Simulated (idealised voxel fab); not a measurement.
Documented hereafter: the process module known as voxel gate over fins.
Section shown: cut. Width: 235 nm. Cell size: 5 nm, square.
Throughout this document, each cross-section is represented as a grid of square cells and is presented as a sequence of bands enumerated from the top downward, where a band comprises one or more rows of cells. Within each band entry, the heights of the top and of the bottom of the band appear first, in that order and in nm; the materials of the band then follow from left to right, each with its corresponding width in nm. The designation "all across" on a single material indicates that it fills the band from edge to edge; the designation "air" indicates empty space. Height is counted from the level 0, under which the received wafer is composed throughout of one material. The lowest of the bands is not closed at the bottom but continues downward, in the notation "top 0, no bottom". The width entry "30 to 40" should be interpreted row by row: the top row of cells in the band takes the first number, the bottom row takes the second number, and the change between adjacent rows is uniform throughout. Step note "no modification" = no cross-section cell changed. So "Completely sealed voids" is basically the list of trapped voids: any empty space of 8 cells or more that can't reach the top through an opening. They're written width x height at distance, the distance being from the left edge, and it's all nm. If you see something after the settings on a step's line, that's the simulator's own remark about that step. The line of a step may include "overlay nm". On a step with a mask, this value is how far to the right of its planned place the mask lay. A negative value means the mask lay to the left.

The steps planned for the process are as follows:
1. RECEIVE | material Si
2. CONFORMAL_DEP | material SiN | thk nm 5
3. PATTERN | tone cover | mask id FINS | material resist | width nm 15 | pitch nm 40 | thk nm 15 | overlay nm 0
4. DIRECTIONAL_ETCH | etch materials SiN | depth nm 5
5. DIRECTIONAL_ETCH | etch materials Si | depth nm 35
6. STRIP | etch materials resist
7. OXIDIZE | depth nm 5
8. FILL_DEP | material SiO2 | thk nm 10
9. CMP | height nm 5
10. SELECTIVE_ETCH | etch materials SiO2 | depth nm 15
11. STRIP | etch materials SiN
12. CONFORMAL_DEP | material HfO2 | thk nm 5
13. CONFORMAL_DEP | material TiN | thk nm 5
14. CONFORMAL_DEP | material TiAl | thk nm 5
15. CONFORMAL_DEP | material TiN | thk nm 5
16. FILL_DEP | material W | thk nm 10
17. CMP | height nm 25
18. CONFORMAL_DEP | material SiCN | thk nm 5

What follows covers the first of two wafers; it ran as planned:

This is the cross-section of the wafer as we received it, i.e. after step 1:
> top 0, no bottom | Si all across
> Completely sealed voids: none

The following cross-section depicts the wafer upon completion of step 2:
> top 5, bottom 0 | SiN all across
> Whatever lies below 0 is exactly as it was before.

The following cross-section depicts the wafer upon completion of step 3:
> top 20, bottom 5 | air 90  resist 15  air 25  resist 15  air 90
> Whatever lies below 5 is exactly as it was before.

The following cross-section depicts the wafer upon completion of step 4:
> top 20, bottom 5 | air 90  resist 15  air 25  resist 15  air 90
> top 5, bottom 0 | air 90  SiN 15  air 25  SiN 15  air 90
> Whatever lies below 0 is exactly as it was before.

The following cross-section depicts the wafer upon completion of step 5:
> top 20, bottom 5 | air 90  resist 15  air 25  resist 15  air 90
> top 5, bottom 0 | air 90  SiN 15  air 25  SiN 15  air 90
> top 0, bottom -35 | air 90  Si 15  air 25  Si 15  air 90
> Whatever lies below -35 is exactly as it was before.

The following cross-section depicts the wafer upon completion of step 6:
> top 5, bottom 0 | air 90  SiN 15  air 25  SiN 15  air 90
> Whatever lies below 0 is exactly as it was before.

The following cross-section depicts the wafer upon completion of step 7:
> top 5, bottom 0 | air 90  SiN 15  air 25  SiN 15  air 90
> top 0, bottom -35 | air 90  SiO2 5  Si 5  SiO2 5  air 25  SiO2 5  Si 5  SiO2 5  air 90
> top -35, bottom -40 | SiO2 95  Si 5  SiO2 35  Si 5  SiO2 95
> Whatever lies below -40 is exactly as it was before.

The following cross-section depicts the wafer upon completion of step 8:
> top 15, bottom 5 | SiO2 all across
> top 5, bottom 0 | SiO2 90  SiN 15  SiO2 25  SiN 15  SiO2 90
> top 0, bottom -40 | SiO2 95  Si 5  SiO2 35  Si 5  SiO2 95
> Whatever lies below -40 is exactly as it was before.

The following cross-section depicts the wafer upon completion of step 9:
> top 5, bottom 0 | SiO2 90  SiN 15  SiO2 25  SiN 15  SiO2 90
> Whatever lies below 0 is exactly as it was before.

The following cross-section depicts the wafer upon completion of step 10:
> top 5, bottom 0 | air 90  SiN 15  air 25  SiN 15  air 90
> top 0, bottom -10 | air 95  Si 5  air 35  Si 5  air 95
> Whatever lies below -10 is exactly as it was before.

The following cross-section depicts the wafer upon completion of step 11:
> top 0, bottom -10 | air 95  Si 5  air 35  Si 5  air 95
> Whatever lies below -10 is exactly as it was before.

The following cross-section depicts the wafer upon completion of step 12:
> top 5, bottom 0 | air 90  HfO2 15  air 25  HfO2 15  air 90
> top 0, bottom -5 | air 90  HfO2 5  Si 5  HfO2 5  air 25  HfO2 5  Si 5  HfO2 5  air 90
> top -5, bottom -10 | HfO2 95  Si 5  HfO2 35  Si 5  HfO2 95
> Whatever lies below -10 is exactly as it was before.

The following cross-section depicts the wafer upon completion of step 13:
> top 10, bottom 5 | air 85  TiN 25  air 15  TiN 25  air 85
> top 5, bottom 0 | air 85  TiN 5  HfO2 15  TiN 5  air 15  TiN 5  HfO2 15  TiN 5  air 85
> top 0, bottom -5 | TiN 90  HfO2 5  Si 5  HfO2 5  TiN 25  HfO2 5  Si 5  HfO2 5  TiN 90
> Whatever lies below -5 is exactly as it was before.

The following cross-section depicts the wafer upon completion of step 14:
> top 15, bottom 10 | air 80  TiAl 35  air 5  TiAl 35  air 80
> top 10, bottom 5 | air 80  TiAl 5  TiN 25  TiAl 5  air 5  TiAl 5  TiN 25  TiAl 5  air 80
> top 5, bottom 0 | TiAl 85  TiN 5  HfO2 15  TiN 5  TiAl 15  TiN 5  HfO2 15  TiN 5  TiAl 85
> Whatever lies below 0 is exactly as it was before.

The following cross-section depicts the wafer upon completion of step 15:
> top 20, bottom 15 | air 75  TiN 85  air 75
> top 15, bottom 10 | air 75  TiN 5  TiAl 35  TiN 5  TiAl 35  TiN 5  air 75
> top 10, bottom 5 | TiN 80  TiAl 5  TiN 25  TiAl 5  TiN 5  TiAl 5  TiN 25  TiAl 5  TiN 80
> Whatever lies below 5 is exactly as it was before.

The following cross-section depicts the wafer upon completion of step 16:
> top 30, bottom 20 | W all across
> top 20, bottom 15 | W 75  TiN 85  W 75
> top 15, bottom 10 | W 75  TiN 5  TiAl 35  TiN 5  TiAl 35  TiN 5  W 75
> Whatever lies below 10 is exactly as it was before.

The following cross-section depicts the wafer upon completion of step 17:
> top 25, bottom 20 | W all across
> Whatever lies below 20 is exactly as it was before.

The following cross-section depicts the wafer upon completion of step 18:
> top 30, bottom 25 | SiCN all across
> Whatever lies below 25 is exactly as it was before.

Second wafer. Start and plan as for the first. One mistake made in running. Agrees with the first up to and including step 13:

Second wafer, cut view, end of step 14 per plan: no modification

Second wafer, cut view, end of step 15 per plan:
> top 15, bottom 5 | air 80  TiN 35  air 5  TiN 35  air 80
> top 5, bottom 0 | TiN 90  HfO2 15  TiN 25  HfO2 15  TiN 90
> Whatever lies below 0 is exactly as it was before.

Second wafer, cut view, end of step 16 per plan:
> top 25, bottom 15 | W all across
> top 15, bottom 5 | W 80  TiN 35  W 5  TiN 35  W 80
> Whatever lies below 5 is exactly as it was before.

Second wafer, cut view, end of step 17 per plan: no modification

Second wafer, cut view, end of step 18 per plan:
> top 30, bottom 25 | SiCN all across
> Whatever lies below 25 is exactly as it was before.
In executing the process, a mistake was made relative to the plan: step 14 of the plan was bypassed and not carried out
Once processing is complete, comparing cell counts shows that the second wafer has more or fewer of certain materials than the first: 55 fewer of TiAl, 2 more of TiN, 53 more of W
